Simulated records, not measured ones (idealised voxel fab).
Documented hereafter: the process module known as voxel self aligned vias.
It is cross-section cut that appears here, measuring 170 nm in width, its square cells being 5 nm in size.
The cross-sections in this document take the form of a grid made of square cells. They are written out as bands, in order from top to bottom. Each band consists of one or more rows of cells.
Heads up on the band format: heights come first, top then bottom, in nm. After that it's the materials left to right, each with its width in nm. A single material flagged "throughout" fills the whole band edge to edge, and "blank" means there's empty space there.
Convention: height 0 is the level below which the wafer, as received, is all one material. The lowest band does not terminate at the bottom but continues downward, represented as "0 nm and below".
The two numbers in a width such as "30 to 40" mark its ends across the band: the first belongs to the top row of cells, the second to the bottom row, and from each row to the next the width moves by the same amount.
The cross-section has no changed cell in any step marked "everything unchanged".
So "Enclosed empty spaces" is basically the list of trapped voids: any empty space of 8 cells or more that can't reach the top through an opening. They're written width x height at distance, the distance being from the left edge, and it's all nm.
Read whatever lies past the settings on a step's line as the simulator's own remark about the step.
overlay nm: step with mask; distance mask lay right of planned place; negative value = left of planned place.

[Steps planned for the process]
1 RECEIVE | material Si
2 CONFORMAL_DEP | material SiO2 | thk nm 15
3 CONFORMAL_DEP | material SiCN | thk nm 5
4 DIRECTIONAL_DEP | material SiO2 | thk nm 30
5 MASKED_ETCH | tone open | mask id LINES | width nm 30 | pitch nm 75 | etch materials SiO2 | depth nm 30 | overlay nm 0
6 CONFORMAL_DEP | material TiN | thk nm 5
7 FILL_DEP | material W | thk nm 5
8 CMP | height nm 50
9 SELECTIVE_ETCH | etch materials W Ru TiN | depth nm 10
10 FILL_DEP | material SiN | thk nm 5
11 CMP | height nm 50
12 DIRECTIONAL_DEP | material SiO2 | thk nm 20
13 PATTERN | tone open | mask id VIAS | material resist | width nm 50 | pitch nm 75 | thk nm 20 | overlay nm 0
14 DIRECTIONAL_ETCH | etch materials SiO2 | depth nm 20
15 DIRECTIONAL_ETCH | etch materials SiN | depth nm 5
16 STRIP | etch materials resist
17 CONFORMAL_DEP | material TiN | thk nm 5
18 FILL_DEP | material Cu | thk nm 5
19 CMP | height nm 70
20 CONFORMAL_DEP | material SiCN | thk nm 5
Split variable: depth nm, step 15. Plan value = first wafer. Wafers start alike.

[After step 1, as received: first of several wafers, cross-section]
    0 nm and below = Si throughout
    Enclosed empty spaces: none

[Once step 20, the last step, is complete, the module is at its end; this is the cross-section of the first of several wafers]
    75 nm to 70 nm = SiCN throughout
    70 nm to 55 nm = SiO2 (20); TiN (5); Cu (40); TiN (5); SiO2 (25); TiN (5); Cu (40); TiN (5); SiO2 (25)
    55 nm to 50 nm = SiO2 (20); TiN (15); Cu (20); TiN (15); SiO2 (25); TiN (15); Cu (20); TiN (15); SiO2 (25)
    50 nm to 45 nm = SiO2 (30); TiN (30); SiO2 (45); TiN (30); SiO2 (35)
    45 nm to 40 nm = SiO2 (30); SiN (30); SiO2 (45); SiN (30); SiO2 (35)
    40 nm to 25 nm = SiO2 (30); TiN (5); W (20); TiN (5); SiO2 (45); TiN (5); W (20); TiN (5); SiO2 (35)
    25 nm to 20 nm = SiO2 (30); TiN (30); SiO2 (45); TiN (30); SiO2 (35)
    20 nm to 15 nm = SiCN throughout
    15 nm to 0 nm = SiO2 throughout
    0 nm and below = Si throughout
    Enclosed empty spaces: none

[The module's end: a cross-section of the last wafer]
    75 nm to 70 nm = SiCN throughout
    70 nm to 55 nm = SiO2 (20); TiN (5); Cu (40); TiN (5); SiO2 (25); TiN (5); Cu (40); TiN (5); SiO2 (25)
    55 nm to 45 nm = SiO2 (20 to 30); TiN (15 to 5); Cu (20); TiN (15 to 5); SiO2 (25 to 45); TiN (15 to 5); Cu (20); TiN (15 to 5); SiO2 (25 to 35)
    45 nm to 40 nm = SiO2 (30); TiN (30); SiO2 (45); TiN (30); SiO2 (35)
    40 nm to 25 nm = SiO2 (30); TiN (5); W (20); TiN (5); SiO2 (45); TiN (5); W (20); TiN (5); SiO2 (35)
    25 nm to 20 nm = SiO2 (30); TiN (30); SiO2 (45); TiN (30); SiO2 (35)
    20 nm to 15 nm = SiCN throughout
    15 nm to 0 nm = SiO2 throughout
    0 nm and below = Si throughout
    Enclosed empty spaces: none

[Each row below is a wafer at the end of the module, listing for every material the number of cells it has gained (+) or lost (-) since it was received, followed by its closed voids]
depth nm 5; +56 Cu; +68 SiCN; +12 SiN; +290 SiO2; +60 TiN; +24 W; Enclosed empty spaces: none
depth nm 10; +64 Cu; +68 SiCN; +290 SiO2; +64 TiN; +24 W; Enclosed empty spaces: none
depth nm 15; +64 Cu; +68 SiCN; +290 SiO2; +64 TiN; +24 W; Enclosed empty spaces: none
depth nm 20; +64 Cu; +68 SiCN; +290 SiO2; +64 TiN; +24 W; Enclosed empty spaces: none
depth nm 25; +64 Cu; +68 SiCN; +290 SiO2; +64 TiN; +24 W; Enclosed empty spaces: none
